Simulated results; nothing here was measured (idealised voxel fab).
The process module presented herein is designated voxel wiring stack.
The cross-section on display is named cut; it measures 235 nm wide, and its cells are 5 nm squares.
A cross-section is written here as square cells arranged in a grid, and it is given in bands from the top down, each band taking up one or more rows of cells. Each band's line starts with the height of the band's top and of its bottom, in nm. Then come its materials from left to right, each with its width in nm. One material with "everywhere" fills the band from edge to edge. "air" is empty space. A quick word on heights: they are counted from 0, and under that level the wafer as it came to us is one material throughout. The lowest band is different from the rest in having no bottom; it simply continues downward, written as in "z 0 and below". Top row gets the first number, bottom row gets the second, and each row in between changes by the same step: that is how a band width like "30 to 40" works. "remains unaltered" (step): cross-section cells unchanged, all of them. "Closed internal cavities" lists enclosed empty spaces (at least 8 cells, no open path upward to the top), each as width x height at distance from the left edge, in nm. On a step's line, text after the settings is the simulator commenting on that step. "overlay nm", when on a step's line for a step with a mask, measures how far to the right of its planned place the mask lay; a negative measure means to the left.
Steps in the process plan
1: RECEIVE | material Si
2: CONFORMAL_DEP | material SiO2 | thk nm 10
3: DIRECTIONAL_DEP | material TiN | thk nm 5
4: DIRECTIONAL_DEP | material W | thk nm 15
5: MASKED_ETCH | tone cover | mask id METAL_1 | width nm 20 | pitch nm 50 | etch materials W | depth nm 15 | overlay nm 0
6: MASKED_ETCH | tone cover | mask id METAL_1 | width nm 20 | pitch nm 50 | etch materials TiN | depth nm 5 | overlay nm 0
7: FILL_DEP | material SiO2 | thk nm 10
8: CMP | height nm 30
9: CONFORMAL_DEP | material SiCN | thk nm 5
10: DIRECTIONAL_DEP | material lowk | thk nm 25
11: MASKED_ETCH | tone open | mask id METAL_2 | width nm 20 | pitch nm 50 | etch materials lowk | depth nm 15 | overlay nm 0
12: PATTERN | tone open | mask id METAL_2_HOLES | material resist | width nm 15 | pitch nm 50 | thk nm 15 | overlay nm 0
13: DIRECTIONAL_ETCH | etch materials lowk | depth nm 10
14: DIRECTIONAL_ETCH | etch materials SiCN | depth nm 5
15: STRIP | etch materials resist
16: CONFORMAL_DEP | material TiN | thk nm 5
17: FILL_DEP | material Ru | thk nm 5
18: CMP | height nm 60
19: CONFORMAL_DEP | material SiCN | thk nm 5
20: DIRECTIONAL_DEP | material SiO2 | thk nm 20
21: MASKED_ETCH | tone open | mask id PLUG_2 | width nm 15 | pitch nm 100 | etch materials SiO2 | depth nm 20 | overlay nm 0
22: MASKED_ETCH | tone open | mask id PLUG_2 | width nm 15 | pitch nm 100 | etch materials SiCN | depth nm 5 | overlay nm 0
23: CONFORMAL_DEP | material TiN | thk nm 5
24: FILL_DEP | material Cu | thk nm 5
25: CMP | height nm 85
26: CONFORMAL_DEP | material SiN | thk nm 5
27: DIRECTIONAL_DEP | material lowk | thk nm 20
28: DIRECTIONAL_DEP | material aC | thk nm 10
29: PATTERN | tone open | mask id METAL_3 | material resist | width nm 20 | pitch nm 50 | thk nm 30 | overlay nm 0
30: DIRECTIONAL_ETCH | etch materials aC | depth nm 10
31: STRIP | etch materials resist
32: DIRECTIONAL_ETCH | etch materials lowk | depth nm 20
33: DIRECTIONAL_ETCH | etch materials SiN | depth nm 5
34: STRIP | etch materials aC
35: CONFORMAL_DEP | material TiN | thk nm 5
36: FILL_DEP | material Cu | thk nm 5
37: CMP | height nm 110
38: EPI | material Ru | thk nm 5
39: FILL_DEP | material SiCN | thk nm 5
As received (post step 1): cross-section
- z 0 and below: Si everywhere
- Closed internal cavities: none
End state of the module in cross-section, given the above starting point and plan and one mistake in execution
- z 120 to 115: SiCN everywhere
- z 115 to 110: 25 of SiCN, then 30 of Ru, then 20 of SiCN, then 30 of Ru, then 20 of SiCN, then 30 of Ru, then 20 of SiCN, then 30 of Ru, then 30 of SiCN
- z 110 to 90: 30 of lowk, then 5 of TiN, then 10 of Cu, then 5 of TiN, then 30 of lowk, then 5 of TiN, then 10 of Cu, then 5 of TiN, then 30 of lowk, then 5 of TiN, then 10 of Cu, then 5 of TiN, then 30 of lowk, then 5 of TiN, then 10 of Cu, then 5 of TiN, then 35 of lowk
- z 90 to 85: 30 of SiN, then 20 of TiN, then 30 of SiN, then 20 of TiN, then 30 of SiN, then 20 of TiN, then 30 of SiN, then 20 of TiN, then 35 of SiN
- z 85 to 70: 30 of SiO2, then 5 of TiN, then 5 of Cu, then 5 of TiN, then 85 of SiO2, then 5 of TiN, then 5 of Cu, then 5 of TiN, then 90 of SiO2
- z 70 to 65: 30 of SiO2, then 15 of TiN, then 85 of SiO2, then 15 of TiN, then 90 of SiO2
- z 65 to 60: 30 of SiCN, then 10 of TiN, then 90 of SiCN, then 10 of TiN, then 95 of SiCN
- z 60 to 50: 30 of lowk, then 5 of TiN, then 10 of Ru, then 5 of TiN, then 30 of lowk, then 5 of TiN, then 10 of Ru, then 5 of TiN, then 30 of lowk, then 5 of TiN, then 10 of Ru, then 5 of TiN, then 30 of lowk, then 5 of TiN, then 10 of Ru, then 5 of TiN, then 35 of lowk
- z 50 to 45: 30 of lowk, then 5 of TiN, then 5 of Ru, then 10 of TiN, then 30 of lowk, then 5 of TiN, then 5 of Ru, then 10 of TiN, then 30 of lowk, then 5 of TiN, then 5 of Ru, then 10 of TiN, then 30 of lowk, then 5 of TiN, then 5 of Ru, then 10 of TiN, then 35 of lowk
- z 45 to 35: 30 of lowk, then 5 of TiN, then 5 of Ru, then 5 of TiN, then 35 of lowk, then 5 of TiN, then 5 of Ru, then 5 of TiN, then 35 of lowk, then 5 of TiN, then 5 of Ru, then 5 of TiN, then 35 of lowk, then 5 of TiN, then 5 of Ru, then 5 of TiN, then 40 of lowk
- z 35 to 30: 30 of SiCN, then 15 of TiN, then 35 of SiCN, then 15 of TiN, then 35 of SiCN, then 15 of TiN, then 35 of SiCN, then 15 of TiN, then 40 of SiCN
- z 30 to 15: 30 of SiO2, then 20 of W, then 30 of SiO2, then 20 of W, then 30 of SiO2, then 20 of W, then 30 of SiO2, then 20 of W, then 35 of SiO2
- z 15 to 10: 30 of SiO2, then 20 of TiN, then 30 of SiO2, then 20 of TiN, then 30 of SiO2, then 20 of TiN, then 30 of SiO2, then 20 of TiN, then 35 of SiO2
- z 10 to 0: SiO2 everywhere
- z 0 and below: Si everywhere
- Closed internal cavities: none
Deviation from plan: in deviation from the planned setting, step 22 was conducted as MASKED_ETCH | tone open | mask id PLUG_2 | width nm 15 | pitch nm 100 | etch materials SiCN | depth nm 5 | overlay nm -5
